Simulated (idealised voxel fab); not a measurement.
The following is a process module called voxel wiring stack.
For reference, the cross-section in this document is cut, with width 225 nm and square cells of 5 nm.
Think of the cross-section as a grid of square cells. We describe it in bands, top to bottom, and each band covers one or more rows of those cells. Quick guide to a band line: top height, bottom height (nm) up front; then every material left to right with its width in nm. Only one material and it's marked "throughout"? Then it fills the band edge to edge. And "empty" just means empty space. Measure heights from 0. That's the level where, below it, the as-received wafer is all one material. The lowest band is bottomless and extends downward; write it as in "0 nm and below". Think of "30 to 40" as a width that walks from the first number to the second as you go down the band, top row to bottom row, taking equal-sized steps from row to row. Key: "no alterations made" - step with no changed cell in the cross-section. "Cavities, closed": empty spaces of 8 cells or more with no open way to the top, each given as width x height at distance, distance from the left edge, all in nm. The remark found on a step's line after its settings is issued by the simulator itself and pertains to that step. overlay nm: step with mask; distance mask lay right of planned place; negative value = left of planned place.

PLANNED PROCESS STEPS
| 1 | RECEIVE: material Si |
| 2 | CONFORMAL_DEP: material SiO2, thk nm 15 |
| 3 | CONFORMAL_DEP: material SiN, thk nm 5 |
| 4 | DIRECTIONAL_DEP: material lowk, thk nm 20 |
| 5 | MASKED_ETCH: tone open, mask id METAL_1, width nm 25, pitch nm 55, etch materials lowk, depth nm 20, overlay nm 0 |
| 6 | MASKED_ETCH: tone open, mask id METAL_1, width nm 25, pitch nm 55, etch materials SiN, depth nm 5, overlay nm 0 |
| 7 | CONFORMAL_DEP: material TiN, thk nm 5 |
| 8 | FILL_DEP: material Cu, thk nm 5 |
| 9 | CMP: height nm 40 |
| 10 | EPI: material Ru, thk nm 5 |
| 11 | FILL_DEP: material SiCN, thk nm 5 |
| 12 | DIRECTIONAL_DEP: material SiO2, thk nm 20 |
| 13 | MASKED_ETCH: tone open, mask id PLUG_1, width nm 15, etch materials SiO2, depth nm 20, overlay nm 0 |
| 14 | MASKED_ETCH: tone open, mask id PLUG_1, width nm 15, etch materials SiCN, depth nm 5, overlay nm 0 |
| 15 | CONFORMAL_DEP: material TiN, thk nm 5 |
| 16 | FILL_DEP: material Cu, thk nm 5 |
| 17 | CMP: height nm 70 |
| 18 | DIRECTIONAL_DEP: material TiN, thk nm 5 |
| 19 | DIRECTIONAL_DEP: material W, thk nm 25 |
| 20 | DIRECTIONAL_DEP: material aC, thk nm 10 |
| 21 | PATTERN: tone cover, mask id METAL_2, material resist, width nm 25, pitch nm 55, thk nm 30, overlay nm 0 |
| 22 | DIRECTIONAL_ETCH: etch materials aC, depth nm 10 |
| 23 | STRIP: etch materials resist |
| 24 | DIRECTIONAL_ETCH: etch materials W, depth nm 25 |
| 25 | DIRECTIONAL_ETCH: etch materials TiN, depth nm 5 |
| 26 | STRIP: etch materials aC |
| 27 | FILL_DEP: material lowk, thk nm 5 |
| 28 | CMP: height nm 100 |
| 29 | CONFORMAL_DEP: material SiCN, thk nm 5 |
| 30 | DIRECTIONAL_DEP: material lowk, thk nm 30 |
| 31 | PATTERN: tone open, mask id METAL_3, material resist, width nm 25, pitch nm 55, thk nm 20, overlay nm 0 |
| 32 | DIRECTIONAL_ETCH: etch materials lowk, depth nm 15 |
| 33 | STRIP: etch materials resist |
| 34 | MASKED_ETCH: tone open, mask id METAL_3_HOLES, width nm 15, etch materials lowk, depth nm 15, overlay nm 0 |
| 35 | MASKED_ETCH: tone open, mask id METAL_3_HOLES, width nm 15, etch materials SiCN, depth nm 5, overlay nm 0 |
| 36 | CONFORMAL_DEP: material TiN, thk nm 5 |
| 37 | FILL_DEP: material Cu, thk nm 5 |
| 38 | CMP: height nm 135 |
| 39 | CONFORMAL_DEP: material SiCN, thk nm 5 |
| 40 | DIRECTIONAL_DEP: material lowk, thk nm 15 |
| 41 | MASKED_ETCH: tone open, mask id PLUG_3, width nm 15, pitch nm 55, etch materials lowk, depth nm 15, overlay nm 0 |
| 42 | MASKED_ETCH: tone open, mask id PLUG_3, width nm 15, pitch nm 55, etch materials SiCN, depth nm 5, overlay nm 0 |
| 43 | EPI: material Ru, thk nm 10 |
| 44 | EPI: material Ru, thk nm 10 |
| 45 | CONFORMAL_DEP: material SiN, thk nm 5 |
| 46 | DIRECTIONAL_DEP: material SiO2, thk nm 15 |
| 47 | MASKED_ETCH: tone open, mask id METAL_4, width nm 25, pitch nm 55, etch materials SiO2, depth nm 15, overlay nm 0 |
| 48 | MASKED_ETCH: tone open, mask id METAL_4, width nm 25, pitch nm 55, etch materials SiN, depth nm 5, overlay nm 0 |
| 49 | CONFORMAL_DEP: material TiN, thk nm 5 |
| 50 | FILL_DEP: material Ru, thk nm 5 |
| 51 | CMP: height nm 175 |
| 52 | CONFORMAL_DEP: material SiN, thk nm 5 |

CROSS-SECTIONAL VIEW OF THE WAFER IN ITS AS-RECEIVED CONDITION, CORRESPONDING TO THE STATE AFTER STEP 1
0 nm and below | Si throughout
Cavities, closed: none

CROSS-SECTIONAL VIEW OF THE FIRST OF THE TWO WAFERS UPON COMPLETION OF THE MODULE, PROCESSED IN ACCORDANCE WITH THE PLAN
180 nm to 175 nm | SiN throughout
175 nm to 160 nm | SiO2=70, TiN=5, Ru=15, TiN=5, SiO2=30, TiN=5, Ru=15, TiN=5, SiO2=75
160 nm to 155 nm | SiN=70, TiN=25, SiN=30, TiN=25, SiN=75
155 nm to 140 nm | lowk=70, Ru=15, lowk=40, Ru=15, lowk=85
140 nm to 135 nm | SiCN=70, Ru=15, SiCN=40, Ru=15, SiCN=85
135 nm to 125 nm | lowk=70, TiN=5, Cu=15, TiN=5, lowk=30, TiN=5, Cu=15, TiN=5, lowk=75
125 nm to 120 nm | lowk=70, TiN=5, Cu=5, TiN=15, lowk=30, TiN=25, lowk=75
120 nm to 105 nm | lowk=70, TiN=5, Cu=5, TiN=5, lowk=140
105 nm to 100 nm | SiCN=70, TiN=15, SiCN=140
100 nm to 75 nm | lowk=70, W=25, lowk=30, W=25, lowk=75
75 nm to 70 nm | lowk=70, TiN=25, lowk=30, TiN=25, lowk=75
70 nm to 50 nm | SiO2=70, TiN=5, Cu=5, TiN=5, SiO2=140
50 nm to 45 nm | SiCN=70, TiN=15, SiCN=140
45 nm to 40 nm | SiCN=65, Ru=35, SiCN=20, Ru=35, SiCN=70
40 nm to 20 nm | lowk=70, TiN=5, Cu=15, TiN=5, lowk=30, TiN=5, Cu=15, TiN=5, lowk=75
20 nm to 15 nm | SiN=70, TiN=25, SiN=30, TiN=25, SiN=75
15 nm to 0 nm | SiO2 throughout
0 nm and below | Si throughout
Cavities, closed: none

WAFER TWO, END OF MODULE, CROSS-SECTION. SAME START, SAME PLAN AS WAFER ONE. ONE MISTAKE IN THE RUN
180 nm to 175 nm | SiN throughout
175 nm to 160 nm | SiO2=70, TiN=5, Ru=15, TiN=5, SiO2=30, TiN=5, Ru=15, TiN=5, SiO2=75
160 nm to 155 nm | SiN=70, TiN=25, SiN=30, TiN=25, SiN=75
155 nm to 140 nm | lowk=70, Ru=15, lowk=40, Ru=15, lowk=85
140 nm to 135 nm | SiCN=70, Ru=15, SiCN=40, Ru=15, SiCN=85
135 nm to 125 nm | lowk=70, TiN=5, Cu=15, TiN=5, lowk=30, TiN=5, Cu=15, TiN=5, lowk=75
125 nm to 120 nm | lowk=70, TiN=5, Cu=5, TiN=15, lowk=30, TiN=25, lowk=75
120 nm to 105 nm | lowk=70, TiN=5, Cu=5, TiN=5, lowk=140
105 nm to 100 nm | SiCN=70, TiN=15, SiCN=140
100 nm to 75 nm | lowk=70, W=25, lowk=30, W=25, lowk=75
75 nm to 70 nm | lowk=70, TiN=25, lowk=30, TiN=25, lowk=75
70 nm to 50 nm | SiO2=70, TiN=5, Cu=5, TiN=5, SiO2=140
50 nm to 45 nm | SiCN=70, TiN=15, SiCN=140
45 nm to 40 nm | Ru throughout
40 nm to 35 nm | TiN=75, Cu=15, TiN=40, Cu=15, TiN=80
35 nm to 20 nm | lowk=70, TiN=5, Cu=15, TiN=5, lowk=30, TiN=5, Cu=15, TiN=5, lowk=75
20 nm to 15 nm | lowk=70, TiN=25, lowk=30, TiN=25, lowk=75
15 nm to 0 nm | SiO2 throughout
0 nm and below | Si throughout
Cavities, closed: none
Here's what went sideways: it should be noted that step 3 of the plan was omitted and was not performed
In the final state, the cell counts of the second wafer exceed or fall short of those of the first for the following materials: 31 more of Ru, 31 fewer of SiCN, 35 fewer of SiN, 35 more of TiN
